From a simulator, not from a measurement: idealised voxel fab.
Title: Process Module voxel ribs on slabs
In the cross-section labelled cut, the width is 300 nm and each square cell is 5 nm.
Bands, listed from the top down, are how a cross-section gets written in this document; the cross-section itself is a grid of square cells, and a band is one or more rows of them.
The entry gives the band's vertical extent as a top height and a bottom height in nm, then its horizontal make-up as materials from left to right, each with a width in nm. "air" stands for empty space; a single material marked "throughout" fills the band edge to edge.
Heights are measured from 0, the level below which the as-received wafer is all one material; the lowest band has no bottom and continues downward, written as in "0..down".
Quick explanation for "30->40": the width changes in equal steps down the rows of cells, from the first number in the band's top row to the second number in its bottom row.
Given "nothing changed" for a step, no cell of the cross-section differs between before and after that step.
Each empty space that has no open way to the top and spans at least 8 cells appears under "Trapped voids" as width x height at distance, the distance counted from the left edge, all in nm.
after a step's settings: what the simulator itself notes on the step
overlay nm: right-of-plan distance of the mask on a masked step; negative values mean left-of-plan.

# Process steps - plan
1) op RECEIVE | material Si
2) op DIRECTIONAL_DEP | material SiO2 | thk nm 30
3) op DIRECTIONAL_DEP | material polySi | thk nm 20
4) op MASKED_ETCH | tone cover | mask id RIB | width nm 20 | etch materials polySi | depth nm 5 | overlay nm 0
5) op DIRECTIONAL_DEP | material aC | thk nm 10
6) op PATTERN | tone cover | mask id SLAB | material resist | width nm 50 | thk nm 30 | overlay nm 0
7) op DIRECTIONAL_ETCH | etch materials aC | depth nm 10
8) op STRIP | etch materials resist
9) op DIRECTIONAL_ETCH | etch materials polySi | depth nm 15
10) op STRIP | etch materials aC
11) op FILL_DEP | material SiO2 | thk nm 25
12) op CMP | height nm 70
13) op DIRECTIONAL_DEP | material TiN | thk nm 10
14) op PATTERN | tone cover | mask id HEATER | material resist | width nm 30 | thk nm 15 | overlay nm 0
15) op DIRECTIONAL_ETCH | etch materials TiN | depth nm 10
16) op STRIP | etch materials resist
17) op CONFORMAL_DEP | material SiO2 | thk nm 5

# First wafer of two (run as planned)

# As-received state of the wafer in cross-section, equivalent to post-step 1
0..down | Si throughout
Trapped voids: none

# You're looking at a cross-section of the wafer after step 2
30..0 | SiO2 throughout
Anything lower than 0 is untouched.

# You're looking at a cross-section of the wafer after step 3
50..30 | polySi throughout
Anything lower than 30 is untouched.

# You're looking at a cross-section of the wafer after step 4
50..45 | air (140)  polySi (20)  air (140)
Anything lower than 45 is untouched.

# You're looking at a cross-section of the wafer after step 5
60..55 | air (140)  aC (20)  air (140)
55..50 | aC throughout
50..45 | aC (140)  polySi (20)  aC (140)
Anything lower than 45 is untouched.

# You're looking at a cross-section of the wafer after step 6
90..60 | air (125)  resist (50)  air (125)
60..55 | air (125)  resist (15)  aC (20)  resist (15)  air (125)
Anything lower than 55 is untouched.

# You're looking at a cross-section of the wafer after step 7
80..60 | air (125)  resist (50)  air (125)
60..55 | air (125)  resist (15)  aC (20)  resist (15)  air (125)
55..50 | air (125)  aC (50)  air (125)
50..45 | air (125)  aC (15)  polySi (20)  aC (15)  air (125)
Anything lower than 45 is untouched.

# You're looking at a cross-section of the wafer after step 8
60..50 | air (140->125)  aC (20->50)  air (140->125)
Anything lower than 50 is untouched.

# You're looking at a cross-section of the wafer after step 9
60..50 | air (140->125)  aC (20->50)  air (140->125)
50..45 | air (125)  aC (15)  polySi (20)  aC (15)  air (125)
45..30 | air (125)  polySi (50)  air (125)
Anything lower than 30 is untouched.

# You're looking at a cross-section of the wafer after step 10
50..45 | air (140)  polySi (20)  air (140)
Anything lower than 45 is untouched.

# You're looking at a cross-section of the wafer after step 11
75..50 | SiO2 throughout
50..45 | SiO2 (140)  polySi (20)  SiO2 (140)
45..30 | SiO2 (125)  polySi (50)  SiO2 (125)
Anything lower than 30 is untouched.

# You're looking at a cross-section of the wafer after step 12
70..50 | SiO2 throughout
Anything lower than 50 is untouched.

# You're looking at a cross-section of the wafer after step 13
80..70 | TiN throughout
Anything lower than 70 is untouched.

# You're looking at a cross-section of the wafer after step 14
95..80 | air (135)  resist (30)  air (135)
Anything lower than 80 is untouched.

# You're looking at a cross-section of the wafer after step 15
95..80 | air (135)  resist (30)  air (135)
80..70 | air (135)  TiN (30)  air (135)
Anything lower than 70 is untouched.

# You're looking at a cross-section of the wafer after step 16
80..70 | air (135)  TiN (30)  air (135)
Anything lower than 70 is untouched.

# You're looking at a cross-section of the wafer after step 17
85..80 | air (130)  SiO2 (40)  air (130)
80..75 | air (130)  SiO2 (5)  TiN (30)  SiO2 (5)  air (130)
75..70 | SiO2 (135)  TiN (30)  SiO2 (135)
Anything lower than 70 is untouched.

# The second wafer: identical to the first at the outset and in its planned sequence, differing only in that one mistake was made during processing; up to and including step 1, its path is the first wafer's path

# Cross-section of the second wafer at the time step 2 of the plan should have ended
20..0 | polySi throughout
Anything lower than 0 is untouched.

# Cross-section of the second wafer at the time step 3 of the plan should have ended
50..20 | SiO2 throughout
Anything lower than 20 is untouched.

Cross-section of the second wafer at the time step 4 of the plan should have ended: nothing changed

# Cross-section of the second wafer at the time step 5 of the plan should have ended
60..50 | aC throughout
Anything lower than 50 is untouched.

# Cross-section of the second wafer at the time step 6 of the plan should have ended
90..60 | air (125)  resist (50)  air (125)
Anything lower than 60 is untouched.

# Cross-section of the second wafer at the time step 7 of the plan should have ended
80..60 | air (125)  resist (50)  air (125)
60..50 | air (125)  aC (50)  air (125)
Anything lower than 50 is untouched.

# Cross-section of the second wafer at the time step 8 of the plan should have ended
60..50 | air (125)  aC (50)  air (125)
Anything lower than 50 is untouched.

Cross-section of the second wafer at the time step 9 of the plan should have ended: nothing changed

# Cross-section of the second wafer at the time step 10 of the plan should have ended
50..20 | SiO2 throughout
Anything lower than 20 is untouched.

# Cross-section of the second wafer at the time step 11 of the plan should have ended
75..20 | SiO2 throughout
Anything lower than 20 is untouched.

# Cross-section of the second wafer at the time step 12 of the plan should have ended
70..20 | SiO2 throughout
Anything lower than 20 is untouched.

# Cross-section of the second wafer at the time step 13 of the plan should have ended
80..70 | TiN throughout
Anything lower than 70 is untouched.

# Cross-section of the second wafer at the time step 14 of the plan should have ended
95..80 | air (135)  resist (30)  air (135)
Anything lower than 80 is untouched.

# Cross-section of the second wafer at the time step 15 of the plan should have ended
95..80 | air (135)  resist (30)  air (135)
80..70 | air (135)  TiN (30)  air (135)
Anything lower than 70 is untouched.

# Cross-section of the second wafer at the time step 16 of the plan should have ended
80..70 | air (135)  TiN (30)  air (135)
Anything lower than 70 is untouched.

# Cross-section of the second wafer at the time step 17 of the plan should have ended
85..80 | air (130)  SiO2 (40)  air (130)
80..75 | air (130)  SiO2 (5)  TiN (30)  SiO2 (5)  air (130)
75..70 | SiO2 (135)  TiN (30)  SiO2 (135)
Anything lower than 70 is untouched.
Heads up, the wafer didn't run the way we planned it: the processing plan was not followed for steps 2 and 3, which were run with their positions exchanged
Upon completion, the second wafer contains, in terms of cells, a greater or smaller amount of certain materials than the first wafer: SiO2 -206; polySi +206
